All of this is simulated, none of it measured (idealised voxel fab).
Process module heading - voxel released beams
Pictured: cross-section cut, 250 nm wide, on a grid of 5 nm square cells.
Cross-section = grid of square cells, listed top down in bands; band = one or more rows.
Band: top and bottom heights (nm) first, top before bottom; then materials from left to right, widths in nm. "all across" marks a sole material filling the band edge to edge. "blank" denotes empty space.
Note: height 0 marks the level under which the wafer is uniformly one material as received. Lowest band unbounded below, written "0 nm and below".
A width such as "30 to 40" changes by the same amount from each row of cells to the next, from the band's top row to its bottom row.
"nothing was modified" for a step: no cell of the cross-section changed in that step.
Entry "Closed void roster" = empty spaces >= 8 cells with no open way to the top; each as width x height at distance, distance from left edge, all nm.
Step line, after settings: the simulator's comment on this step.
overlay nm: on a step with a mask, how far right of its planned place the mask lay; negative means left.

-- Planned process steps
1: RECEIVE | material Si
2: CONFORMAL_DEP | material SiN | thk nm 5
3: DIRECTIONAL_DEP | material SiO2 | thk nm 10
4: PATTERN | tone open | mask id ANCHOR | material resist | width nm 25 | thk nm 15 | overlay nm 0
5: DIRECTIONAL_ETCH | etch materials SiO2 | depth nm 10
6: STRIP | etch materials resist
7: CONFORMAL_DEP | material W | thk nm 10
8: DIRECTIONAL_DEP | material aC | thk nm 10
9: PATTERN | tone cover | mask id BEAM | material resist | width nm 70 | thk nm 25 | overlay nm 0
10: DIRECTIONAL_ETCH | etch materials aC | depth nm 10
11: STRIP | etch materials resist
12: DIRECTIONAL_ETCH | etch materials W | depth nm 10
13: STRIP | etch materials aC
14: STRIP | etch materials SiO2

-- First of two wafers - as planned

-- So this is the incoming wafer in cross-section - it's already been through step 1
	0 nm and below: Si all across
	Closed void roster: none

-- So this is the wafer cross-section right after step 2
	5 nm to 0 nm: SiN all across
	Below 0, the layers are the same as they were.

-- So this is the wafer cross-section right after step 3
	15 nm to 5 nm: SiO2 all across
	Below 5, the layers are the same as they were.

-- So this is the wafer cross-section right after step 4
	30 nm to 15 nm: resist=90, blank=25, resist=135
	Below 15, the layers are the same as they were.

-- So this is the wafer cross-section right after step 5
	30 nm to 15 nm: resist=90, blank=25, resist=135
	15 nm to 5 nm: SiO2=90, blank=25, SiO2=135
	Below 5, the layers are the same as they were.

-- So this is the wafer cross-section right after step 6
	15 nm to 5 nm: SiO2=90, blank=25, SiO2=135
	Below 5, the layers are the same as they were.

-- So this is the wafer cross-section right after step 7
	25 nm to 15 nm: W=100, blank=5, W=145
	15 nm to 5 nm: SiO2=90, W=25, SiO2=135
	Below 5, the layers are the same as they were.

-- So this is the wafer cross-section right after step 8
	35 nm to 25 nm: aC=100, blank=5, aC=145
	25 nm to 15 nm: W=100, aC=5, W=145
	Below 15, the layers are the same as they were.

-- So this is the wafer cross-section right after step 9
	60 nm to 35 nm: blank=85, resist=70, blank=95
	35 nm to 25 nm: aC=100, resist=5, aC=145
	Below 25, the layers are the same as they were.

-- So this is the wafer cross-section right after step 10
	50 nm to 35 nm: blank=85, resist=70, blank=95
	35 nm to 25 nm: blank=85, aC=15, resist=5, aC=50, blank=95
	Below 25, the layers are the same as they were.

-- So this is the wafer cross-section right after step 11
	35 nm to 25 nm: blank=85, aC=15, blank=5, aC=50, blank=95
	Below 25, the layers are the same as they were.

-- So this is the wafer cross-section right after step 12
	35 nm to 25 nm: blank=85, aC=15, blank=5, aC=50, blank=95
	25 nm to 15 nm: blank=85, W=15, aC=5, W=50, blank=95
	Below 15, the layers are the same as they were.

-- So this is the wafer cross-section right after step 13
	25 nm to 15 nm: blank=85, W=15, blank=5, W=50, blank=95
	Below 15, the layers are the same as they were.

-- So this is the wafer cross-section right after step 14
	25 nm to 15 nm: blank=85, W=15, blank=5, W=50, blank=95
	15 nm to 5 nm: blank=90, W=25, blank=135
	Below 5, the layers are the same as they were.

-- Here the second wafer is described. Its start and its plan were those of the first wafer. Its run contained one mistake. Up to and including step 1, it did exactly what the first wafer did

Cross-section of the second wafer corresponding to the planned conclusion of step 2: nothing was modified

-- Cross-section of the second wafer corresponding to the planned conclusion of step 3
	10 nm to 0 nm: SiO2 all across
	Below 0, the layers are the same as they were.

-- Cross-section of the second wafer corresponding to the planned conclusion of step 4
	25 nm to 10 nm: resist=90, blank=25, resist=135
	Below 10, the layers are the same as they were.

-- Cross-section of the second wafer corresponding to the planned conclusion of step 5
	25 nm to 10 nm: resist=90, blank=25, resist=135
	10 nm to 0 nm: SiO2=90, blank=25, SiO2=135
	Below 0, the layers are the same as they were.

-- Cross-section of the second wafer corresponding to the planned conclusion of step 6
	10 nm to 0 nm: SiO2=90, blank=25, SiO2=135
	Below 0, the layers are the same as they were.

-- Cross-section of the second wafer corresponding to the planned conclusion of step 7
	20 nm to 10 nm: W=100, blank=5, W=145
	10 nm to 0 nm: SiO2=90, W=25, SiO2=135
	Below 0, the layers are the same as they were.

-- Cross-section of the second wafer corresponding to the planned conclusion of step 8
	30 nm to 20 nm: aC=100, blank=5, aC=145
	20 nm to 10 nm: W=100, aC=5, W=145
	Below 10, the layers are the same as they were.

-- Cross-section of the second wafer corresponding to the planned conclusion of step 9
	55 nm to 30 nm: blank=85, resist=70, blank=95
	30 nm to 20 nm: aC=100, resist=5, aC=145
	Below 20, the layers are the same as they were.

-- Cross-section of the second wafer corresponding to the planned conclusion of step 10
	45 nm to 30 nm: blank=85, resist=70, blank=95
	30 nm to 20 nm: blank=85, aC=15, resist=5, aC=50, blank=95
	Below 20, the layers are the same as they were.

-- Cross-section of the second wafer corresponding to the planned conclusion of step 11
	30 nm to 20 nm: blank=85, aC=15, blank=5, aC=50, blank=95
	Below 20, the layers are the same as they were.

-- Cross-section of the second wafer corresponding to the planned conclusion of step 12
	30 nm to 20 nm: blank=85, aC=15, blank=5, aC=50, blank=95
	20 nm to 10 nm: blank=85, W=15, aC=5, W=50, blank=95
	Below 10, the layers are the same as they were.

-- Cross-section of the second wafer corresponding to the planned conclusion of step 13
	20 nm to 10 nm: blank=85, W=15, blank=5, W=50, blank=95
	Below 10, the layers are the same as they were.

-- Cross-section of the second wafer corresponding to the planned conclusion of step 14
	20 nm to 10 nm: blank=85, W=15, blank=5, W=50, blank=95
	10 nm to 0 nm: blank=90, W=25, blank=135
	Below 0, the layers are the same as they were.
Diagnosis: the plan's step 2 was left out and never carried out
FYI, end of process, the second wafer has more or fewer cells of some materials than the first: SiN: 50 fewer
